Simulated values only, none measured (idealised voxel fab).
process module | voxel wiring stack
cross-section cut | 225 nm wide | cells 5 nm
A cross-section is a grid of square cells, given in bands from the top down. A band is one or more rows of cells.
Each band's line starts with the height of the band's top and of its bottom, in nm. Then come its materials from left to right, each with its width in nm. One material with "throughout" fills the band from edge to edge. "air" is empty space.
Height 0 is the level under which the wafer as received is all one material. The lowest band goes on downwards, as in "0 down".
A width such as "30 to 40" changes by the same amount from each row of cells to the next, from the band's top row to its bottom row.
"no change" after a step means that no cell of the cross-section changed.
closed voids: empty space of 8 cells or more with no open way to the top, each as width x height at its distance from the left edge, in nm
after a step's settings: what the simulator itself notes on the step
overlay nm, on a step with a mask: how far to the right of its planned place the mask lay; to the left if negative
plan
1 op RECEIVE | material Si
2 op CONFORMAL_DEP | material SiO2 | thk nm 15
3 op DIRECTIONAL_DEP | material TiN | thk nm 5
4 op DIRECTIONAL_DEP | material Ru | thk nm 20
5 op MASKED_ETCH | tone cover | mask id METAL_1 | width nm 20 | pitch nm 40 | etch materials Ru | depth nm 20 | overlay nm 0
6 op MASKED_ETCH | tone cover | mask id METAL_1 | width nm 20 | pitch nm 40 | etch materials TiN | depth nm 5 | overlay nm 0
7 op FILL_DEP | material lowk | thk nm 5
8 op CMP | height nm 40
9 op CONFORMAL_DEP | material SiCN | thk nm 5
10 op DIRECTIONAL_DEP | material SiO2 | thk nm 20
11 op DIRECTIONAL_DEP | material aC | thk nm 10
12 op PATTERN | tone open | mask id PLUG_1 | material resist | width nm 15 | thk nm 25 | overlay nm 0
13 op DIRECTIONAL_ETCH | etch materials aC | depth nm 10
14 op STRIP | etch materials resist
15 op DIRECTIONAL_ETCH | etch materials SiO2 | depth nm 20
16 op DIRECTIONAL_ETCH | etch materials SiCN | depth nm 5
17 op STRIP | etch materials aC
18 op CONFORMAL_DEP | material TiN | thk nm 5
19 op FILL_DEP | material Ru | thk nm 10
20 op CMP | height nm 65
21 op CONFORMAL_DEP | material SiN | thk nm 5
22 op DIRECTIONAL_DEP | material SiO2 | thk nm 20
23 op DIRECTIONAL_DEP | material aC | thk nm 15
24 op PATTERN | tone open | mask id METAL_2 | material resist | width nm 20 | pitch nm 40 | thk nm 30 | overlay nm 0
25 op DIRECTIONAL_ETCH | etch materials aC | depth nm 15
26 op STRIP | etch materials resist
27 op DIRECTIONAL_ETCH | etch materials SiO2 | depth nm 20
28 op DIRECTIONAL_ETCH | etch materials SiN | depth nm 5
29 op STRIP | etch materials aC
30 op CONFORMAL_DEP | material TiN | thk nm 5
31 op FILL_DEP | material Cu | thk nm 5
32 op CMP | height nm 90
33 op EPI | material Ru | thk nm 5
34 op FILL_DEP | material SiCN | thk nm 5
35 op DIRECTIONAL_DEP | material SiO2 | thk nm 30
36 op MASKED_ETCH | tone open | mask id METAL_3_HOLES | width nm 15 | etch materials SiO2 | depth nm 30 | overlay nm 0
37 op MASKED_ETCH | tone open | mask id METAL_3 | width nm 20 | pitch nm 40 | etch materials SiO2 | depth nm 15 | overlay nm 0
38 op MASKED_ETCH | tone open | mask id METAL_3 | width nm 20 | pitch nm 40 | etch materials SiCN | depth nm 5 | overlay nm 0
39 op CONFORMAL_DEP | material TiN | thk nm 5
40 op FILL_DEP | material Cu | thk nm 10
41 op CMP | height nm 130
42 op CONFORMAL_DEP | material SiN | thk nm 5
as received, after step 1
  0 down: Si throughout
  closed voids: none
first wafer at the end, as planned
  135 to 130: SiN throughout
  130 to 120: SiO2 80 | TiN 5 | Cu 10 | TiN 5 | SiO2 20 | TiN 5 | Cu 10 | TiN 5 | SiO2 85
  120 to 115: SiO2 80 | TiN 5 | Cu 5 | TiN 10 | SiO2 20 | TiN 20 | SiO2 85
  115 to 100: SiO2 80 | TiN 5 | Cu 5 | TiN 5 | SiO2 130
  100 to 95: SiCN 80 | TiN 15 | SiCN 130
  95 to 90: SiCN 75 | Ru 30 | SiCN 10 | Ru 30 | SiCN 80
  90 to 70: SiO2 80 | TiN 5 | Cu 10 | TiN 5 | SiO2 20 | TiN 5 | Cu 10 | TiN 5 | SiO2 85
  70 to 65: SiN 80 | TiN 20 | SiN 20 | TiN 20 | SiN 85
  65 to 45: SiO2 80 | TiN 5 | Ru 5 | TiN 5 | SiO2 130
  45 to 40: SiCN 80 | TiN 15 | SiCN 130
  40 to 20: lowk 80 | Ru 20 | lowk 20 | Ru 20 | lowk 85
  20 to 15: lowk 80 | TiN 20 | lowk 20 | TiN 20 | lowk 85
  15 to 0: SiO2 throughout
  0 down: Si throughout
  closed voids: none
second wafer at the end: like start, like plan, one mistake
  135 to 130: SiN throughout
  130 to 120: SiO2 80 | TiN 5 | Cu 10 | TiN 5 | SiO2 20 | TiN 5 | Cu 10 | TiN 5 | SiO2 85
  120 to 115: SiO2 80 | TiN 5 | Cu 5 | TiN 10 | SiO2 20 | TiN 20 | SiO2 85
  115 to 100: SiO2 80 | TiN 5 | Cu 5 | TiN 5 | SiO2 130
  100 to 95: SiCN 80 | TiN 15 | SiCN 130
  95 to 90: SiCN 75 | Ru 30 | SiCN 10 | Ru 30 | SiCN 80
  90 to 70: SiO2 80 | TiN 5 | Cu 10 | TiN 5 | SiO2 20 | TiN 5 | Cu 10 | TiN 5 | SiO2 85
  70 to 65: SiN 80 | TiN 20 | SiN 20 | TiN 20 | SiN 85
  65 to 45: Ru 75 | TiN 5 | SiO2 15 | TiN 5 | Ru 125
  45 to 40: TiN 80 | SiCN 15 | TiN 130
  40 to 20: lowk 80 | Ru 20 | lowk 20 | Ru 20 | lowk 85
  20 to 15: lowk 80 | TiN 20 | lowk 20 | TiN 20 | lowk 85
  15 to 0: SiO2 throughout
  0 down: Si throughout
  closed voids: none
what went wrong: step 12 ran as: op PATTERN | tone cover | mask id PLUG_1 | material resist | width nm 15 | thk nm 25 | overlay nm 0
at the end the second wafer has, in cells: 156 more of Ru | 39 fewer of SiCN | 156 fewer of SiO2 | 39 more of TiN
